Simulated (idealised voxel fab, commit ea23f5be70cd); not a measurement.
process module | voxel gate over fins
Pictured: cross-section cut, 250 nm wide, on a grid of 5 nm square cells.
Each cross-section below is a grid of square cells, stated as bands in top-down order, with one or more rows of cells making up each band. What a band's entry tells you: where the top is and where the bottom is, as heights in nm, and after that what lies inside, material by material from left to right, each with its width in nm. Empty space is written as the word "air", and a single material marked with the word "edge to edge" occupies the band from edge to edge. Note: height 0 marks the level under which the wafer is uniformly one material as received. Lowest band unbounded below, written "0 -> down". Think of "30 to 40" as a width that walks from the first number to the second as you go down the band, top row to bottom row, taking equal-sized steps from row to row. A step reported as "same as before" is a step in which no cell of the cross-section changed. So "Closed-off voids" is basically the list of trapped voids: any empty space of 8 cells or more that can't reach the top through an opening. They're written width x height at distance, the distance being from the left edge, and it's all nm. Post-settings text on a step line: simulator's own remark regarding the step. overlay nm: on a step with a mask, how far right of its planned place the mask lay; negative means left.

Here's what the planned process steps look like:
| 1 | RECEIVE,material Si |
| 2 | CONFORMAL_DEP,material SiN,thk nm 5 |
| 3 | MASKED_ETCH,tone cover,mask id FINS,width nm 15,pitch nm 55,etch materials SiN,depth nm 5,overlay nm 0 |
| 4 | MASKED_ETCH,tone cover,mask id FINS,width nm 15,pitch nm 55,etch materials Si,depth nm 40,overlay nm 0 |
| 5 | OXIDIZE,depth nm 5 |
| 6 | FILL_DEP,material SiO2,thk nm 15 |
| 7 | CMP,height nm 5 |
| 8 | MASKED_ETCH,tone open,mask id RAIL,width nm 15,etch materials SiO2,depth nm 40,overlay nm 0 |
| 9 | CONFORMAL_DEP,material TiN,thk nm 5 |
| 10 | FILL_DEP,material W,thk nm 10 |
| 11 | CMP,height nm 5 |
| 12 | SELECTIVE_ETCH,etch materials W Ru TiN,depth nm 30 |
| 13 | FILL_DEP,material SiO2,thk nm 5 |
| 14 | CMP,height nm 5 |
| 15 | SELECTIVE_ETCH,etch materials SiO2,depth nm 20 |
| 16 | STRIP,etch materials SiN |
| 17 | CONFORMAL_DEP,material HfO2,thk nm 5 |
| 18 | CONFORMAL_DEP,material TiN,thk nm 5 |
| 19 | FILL_DEP,material W,thk nm 10 |
| 20 | CMP,height nm 15 |
| 21 | CONFORMAL_DEP,material SiN,thk nm 5 |

Wafer at receipt (post step 1), cross-section:
    0 -> down = Si edge to edge
    Closed-off voids: none

First of two wafers at the end of the module, shown in cross-section; run carried out as planned:
    20 -> 15 = SiN edge to edge
    15 -> 10 = W edge to edge
    10 -> 5 = W 30 nm  TiN 25 nm  W 30 nm  TiN 25 nm  W 30 nm  TiN 25 nm  W 30 nm  TiN 25 nm  W 30 nm
    5 -> 0 = W 30 nm  TiN 5 nm  HfO2 15 nm  TiN 5 nm  W 30 nm  TiN 5 nm  HfO2 15 nm  TiN 5 nm  W 30 nm  TiN 5 nm  HfO2 15 nm  TiN 5 nm  W 30 nm  TiN 5 nm  HfO2 15 nm  TiN 5 nm  W 30 nm
    0 -> -5 = W 30 nm  TiN 5 nm  HfO2 5 nm  Si 5 nm  HfO2 5 nm  TiN 5 nm  W 30 nm  TiN 5 nm  HfO2 5 nm  Si 5 nm  HfO2 5 nm  TiN 5 nm  W 30 nm  TiN 5 nm  HfO2 5 nm  Si 5 nm  HfO2 5 nm  TiN 5 nm  W 30 nm  TiN 5 nm  HfO2 5 nm  Si 5 nm  HfO2 5 nm  TiN 5 nm  W 30 nm
    -5 -> -10 = TiN 35 nm  HfO2 5 nm  Si 5 nm  HfO2 5 nm  TiN 40 nm  HfO2 5 nm  Si 5 nm  HfO2 5 nm  TiN 40 nm  HfO2 5 nm  Si 5 nm  HfO2 5 nm  TiN 40 nm  HfO2 5 nm  Si 5 nm  HfO2 5 nm  TiN 35 nm
    -10 -> -15 = HfO2 40 nm  Si 5 nm  HfO2 50 nm  Si 5 nm  HfO2 50 nm  Si 5 nm  HfO2 50 nm  Si 5 nm  HfO2 40 nm
    -15 -> -25 = SiO2 40 nm  Si 5 nm  SiO2 50 nm  Si 5 nm  SiO2 50 nm  Si 5 nm  SiO2 50 nm  Si 5 nm  SiO2 40 nm
    -25 -> -30 = SiO2 40 nm  Si 5 nm  SiO2 15 nm  TiN 5 nm  W 5 nm  TiN 5 nm  SiO2 20 nm  Si 5 nm  SiO2 50 nm  Si 5 nm  SiO2 50 nm  Si 5 nm  SiO2 40 nm
    -30 -> -35 = SiO2 40 nm  Si 5 nm  SiO2 15 nm  TiN 15 nm  SiO2 20 nm  Si 5 nm  SiO2 50 nm  Si 5 nm  SiO2 50 nm  Si 5 nm  SiO2 40 nm
    -35 -> -45 = SiO2 40 nm  Si 5 nm  SiO2 50 nm  Si 5 nm  SiO2 50 nm  Si 5 nm  SiO2 50 nm  Si 5 nm  SiO2 40 nm
    -45 -> down = Si edge to edge
    Closed-off voids: none

Now the second wafer, cross-sectioned at the end of the module. Nothing different at the start, nothing different in the plan compared with the first, just one mistake when it was actually run:
    20 -> 15 = SiN edge to edge
    15 -> 10 = W edge to edge
    10 -> 5 = W 30 nm  TiN 25 nm  W 30 nm  TiN 25 nm  W 30 nm  TiN 25 nm  W 30 nm  TiN 25 nm  W 30 nm
    5 -> 0 = W 30 nm  TiN 5 nm  HfO2 15 nm  TiN 5 nm  W 30 nm  TiN 5 nm  HfO2 15 nm  TiN 5 nm  W 30 nm  TiN 5 nm  HfO2 15 nm  TiN 5 nm  W 30 nm  TiN 5 nm  HfO2 15 nm  TiN 5 nm  W 30 nm
    0 -> -5 = W 30 nm  TiN 5 nm  HfO2 5 nm  Si 5 nm  HfO2 5 nm  TiN 5 nm  W 30 nm  TiN 5 nm  HfO2 5 nm  Si 5 nm  HfO2 5 nm  TiN 5 nm  W 30 nm  TiN 5 nm  HfO2 5 nm  Si 5 nm  HfO2 5 nm  TiN 5 nm  W 30 nm  TiN 5 nm  HfO2 5 nm  Si 5 nm  HfO2 5 nm  TiN 5 nm  W 30 nm
    -5 -> -10 = TiN 35 nm  HfO2 5 nm  Si 5 nm  HfO2 5 nm  TiN 40 nm  HfO2 5 nm  Si 5 nm  HfO2 5 nm  TiN 40 nm  HfO2 5 nm  Si 5 nm  HfO2 5 nm  TiN 40 nm  HfO2 5 nm  Si 5 nm  HfO2 5 nm  TiN 35 nm
    -10 -> -15 = HfO2 40 nm  Si 5 nm  HfO2 50 nm  Si 5 nm  HfO2 50 nm  Si 5 nm  HfO2 50 nm  Si 5 nm  HfO2 40 nm
    -15 -> -25 = SiO2 40 nm  Si 5 nm  SiO2 50 nm  Si 5 nm  SiO2 50 nm  Si 5 nm  SiO2 50 nm  Si 5 nm  SiO2 40 nm
    -25 -> -30 = SiO2 40 nm  Si 5 nm  SiO2 10 nm  TiN 5 nm  W 15 nm  TiN 5 nm  SiO2 15 nm  Si 5 nm  SiO2 50 nm  Si 5 nm  SiO2 50 nm  Si 5 nm  SiO2 40 nm
    -30 -> -35 = SiO2 40 nm  Si 5 nm  SiO2 10 nm  TiN 25 nm  SiO2 15 nm  Si 5 nm  SiO2 50 nm  Si 5 nm  SiO2 50 nm  Si 5 nm  SiO2 40 nm
    -35 -> -45 = SiO2 40 nm  Si 5 nm  SiO2 50 nm  Si 5 nm  SiO2 50 nm  Si 5 nm  SiO2 50 nm  Si 5 nm  SiO2 40 nm
    -45 -> down = Si edge to edge
    Closed-off voids: none
Which mistake was made when the wafer was run? step 8 was not run as planned; what actually ran was MASKED_ETCH,tone open,mask id RAIL,width nm 25,etch materials SiO2,depth nm 40,overlay nm 0
Once processing is complete, comparing cell counts shows that the second wafer has more or fewer of certain materials than the first: 4 fewer of SiO2, 2 more of TiN, 2 more of W
